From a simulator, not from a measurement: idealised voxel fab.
Process module, titled voxel gate over fins
We display cut, a cross-section 175 nm in width whose square cells are each 5 nm.
Cross-section = grid of square cells, listed top down in bands; band = one or more rows.
What a band's entry tells you: where the top is and where the bottom is, as heights in nm, and after that what lies inside, material by material from left to right, each with its width in nm. Empty space is written as the word "blank", and a single material marked with the word "full width" occupies the band from edge to edge.
Basically, 0 is our baseline, since under it the wafer straight out of the box is all one material. The bottom band has no lower end and keeps on going down, so it looks like "0..down".
The two numbers in a width such as "30->40" mark its ends across the band: the first belongs to the top row of cells, the second to the bottom row, and from each row to the next the width moves by the same amount.
A step reported as "no change" is a step in which no cell of the cross-section changed.
If an empty space has no open way to the top and is at least 8 cells in size, "Cavities, closed" lists it, written width x height at distance, where distance is measured from the left edge and every value is in nm.
Past the settings on a step's line: simulator remark, on that step.
overlay nm: where the mask lay relative to plan, measured to the right, on steps with a mask; negatives go left.

The following list gives the planned process steps
step 1: RECEIVE: material Si
step 2: CONFORMAL_DEP: material SiN, thk nm 5
step 3: DIRECTIONAL_DEP: material aC, thk nm 10
step 4: PATTERN: tone cover, mask id FINS, material resist, width nm 15, pitch nm 40, thk nm 25, overlay nm 0
step 5: DIRECTIONAL_ETCH: etch materials aC, depth nm 10
step 6: STRIP: etch materials resist
step 7: DIRECTIONAL_ETCH: etch materials SiN, depth nm 5
step 8: DIRECTIONAL_ETCH: etch materials Si, depth nm 40
step 9: STRIP: etch materials aC
step 10: FILL_DEP: material SiO2, thk nm 5
step 11: CMP: height nm 5
step 12: SELECTIVE_ETCH: etch materials SiO2, depth nm 20
step 13: STRIP: etch materials SiN
step 14: CONFORMAL_DEP: material HfO2, thk nm 5
step 15: CONFORMAL_DEP: material TiN, thk nm 5
step 16: FILL_DEP: material W, thk nm 15
step 17: CMP: height nm 20
step 18: CONFORMAL_DEP: material SiN, thk nm 5

Incoming wafer, cross-sectional view, post step 1
> 0..down | Si full width
> Cavities, closed: none

First of two wafers: cross-section at end of module, run per plan
> 25..20 | SiN full width
> 20..10 | W full width
> 10..5 | 10 nm W, 35 nm TiN, 5 nm W, 35 nm TiN, 5 nm W, 35 nm TiN, 5 nm W, 35 nm TiN, 10 nm W
> 5..0 | 10 nm W, 5 nm TiN, 25 nm HfO2, 5 nm TiN, 5 nm W, 5 nm TiN, 25 nm HfO2, 5 nm TiN, 5 nm W, 5 nm TiN, 25 nm HfO2, 5 nm TiN, 5 nm W, 5 nm TiN, 25 nm HfO2, 5 nm TiN, 10 nm W
> 0..-5 | 10 nm W, 5 nm TiN, 5 nm HfO2, 15 nm Si, 5 nm HfO2, 5 nm TiN, 5 nm W, 5 nm TiN, 5 nm HfO2, 15 nm Si, 5 nm HfO2, 5 nm TiN, 5 nm W, 5 nm TiN, 5 nm HfO2, 15 nm Si, 5 nm HfO2, 5 nm TiN, 5 nm W, 5 nm TiN, 5 nm HfO2, 15 nm Si, 5 nm HfO2, 5 nm TiN, 10 nm W
> -5..-10 | 15 nm TiN, 5 nm HfO2, 15 nm Si, 5 nm HfO2, 15 nm TiN, 5 nm HfO2, 15 nm Si, 5 nm HfO2, 15 nm TiN, 5 nm HfO2, 15 nm Si, 5 nm HfO2, 15 nm TiN, 5 nm HfO2, 15 nm Si, 5 nm HfO2, 15 nm TiN
> -10..-15 | 20 nm HfO2, 15 nm Si, 25 nm HfO2, 15 nm Si, 25 nm HfO2, 15 nm Si, 25 nm HfO2, 15 nm Si, 20 nm HfO2
> -15..-40 | 20 nm SiO2, 15 nm Si, 25 nm SiO2, 15 nm Si, 25 nm SiO2, 15 nm Si, 25 nm SiO2, 15 nm Si, 20 nm SiO2
> -40..down | Si full width
> Cavities, closed: none

This is the second of the two wafers, cross-sectioned at the end of the module; it started exactly like the first and was given the same plan, but it was run with one mistake
> 25..20 | SiN full width
> 20..10 | W full width
> 10..5 | 5 nm W, 165 nm TiN, 5 nm W
> 5..0 | 5 nm W, 5 nm TiN, 35 nm HfO2, 5 nm TiN, 35 nm HfO2, 5 nm TiN, 35 nm HfO2, 5 nm TiN, 35 nm HfO2, 5 nm TiN, 5 nm W
> 0..-5 | 5 nm W, 5 nm TiN, 5 nm HfO2, 25 nm Si, 5 nm HfO2, 5 nm TiN, 5 nm HfO2, 25 nm Si, 5 nm HfO2, 5 nm TiN, 5 nm HfO2, 25 nm Si, 5 nm HfO2, 5 nm TiN, 5 nm HfO2, 25 nm Si, 5 nm HfO2, 5 nm TiN, 5 nm W
> -5..-10 | 10 nm TiN, 5 nm HfO2, 25 nm Si, 5 nm HfO2, 5 nm TiN, 5 nm HfO2, 25 nm Si, 5 nm HfO2, 5 nm TiN, 5 nm HfO2, 25 nm Si, 5 nm HfO2, 5 nm TiN, 5 nm HfO2, 25 nm Si, 5 nm HfO2, 10 nm TiN
> -10..-15 | 15 nm HfO2, 25 nm Si, 15 nm HfO2, 25 nm Si, 15 nm HfO2, 25 nm Si, 15 nm HfO2, 25 nm Si, 15 nm HfO2
> -15..-40 | 15 nm SiO2, 25 nm Si, 15 nm SiO2, 25 nm Si, 15 nm SiO2, 25 nm Si, 15 nm SiO2, 25 nm Si, 15 nm SiO2
> -40..down | Si full width
> Cavities, closed: none
Which mistake was made when the wafer was run? note that step 4 departed from the planned setting and was carried out as PATTERN: tone cover, mask id FINS, material resist, width nm 25, pitch nm 40, thk nm 25, overlay nm 0
The closing comparison, in cells, has the second wafer with more or fewer of some materials than the first: Si: 64 more; SiO2: 40 fewer; TiN: 9 fewer; W: 15 fewer
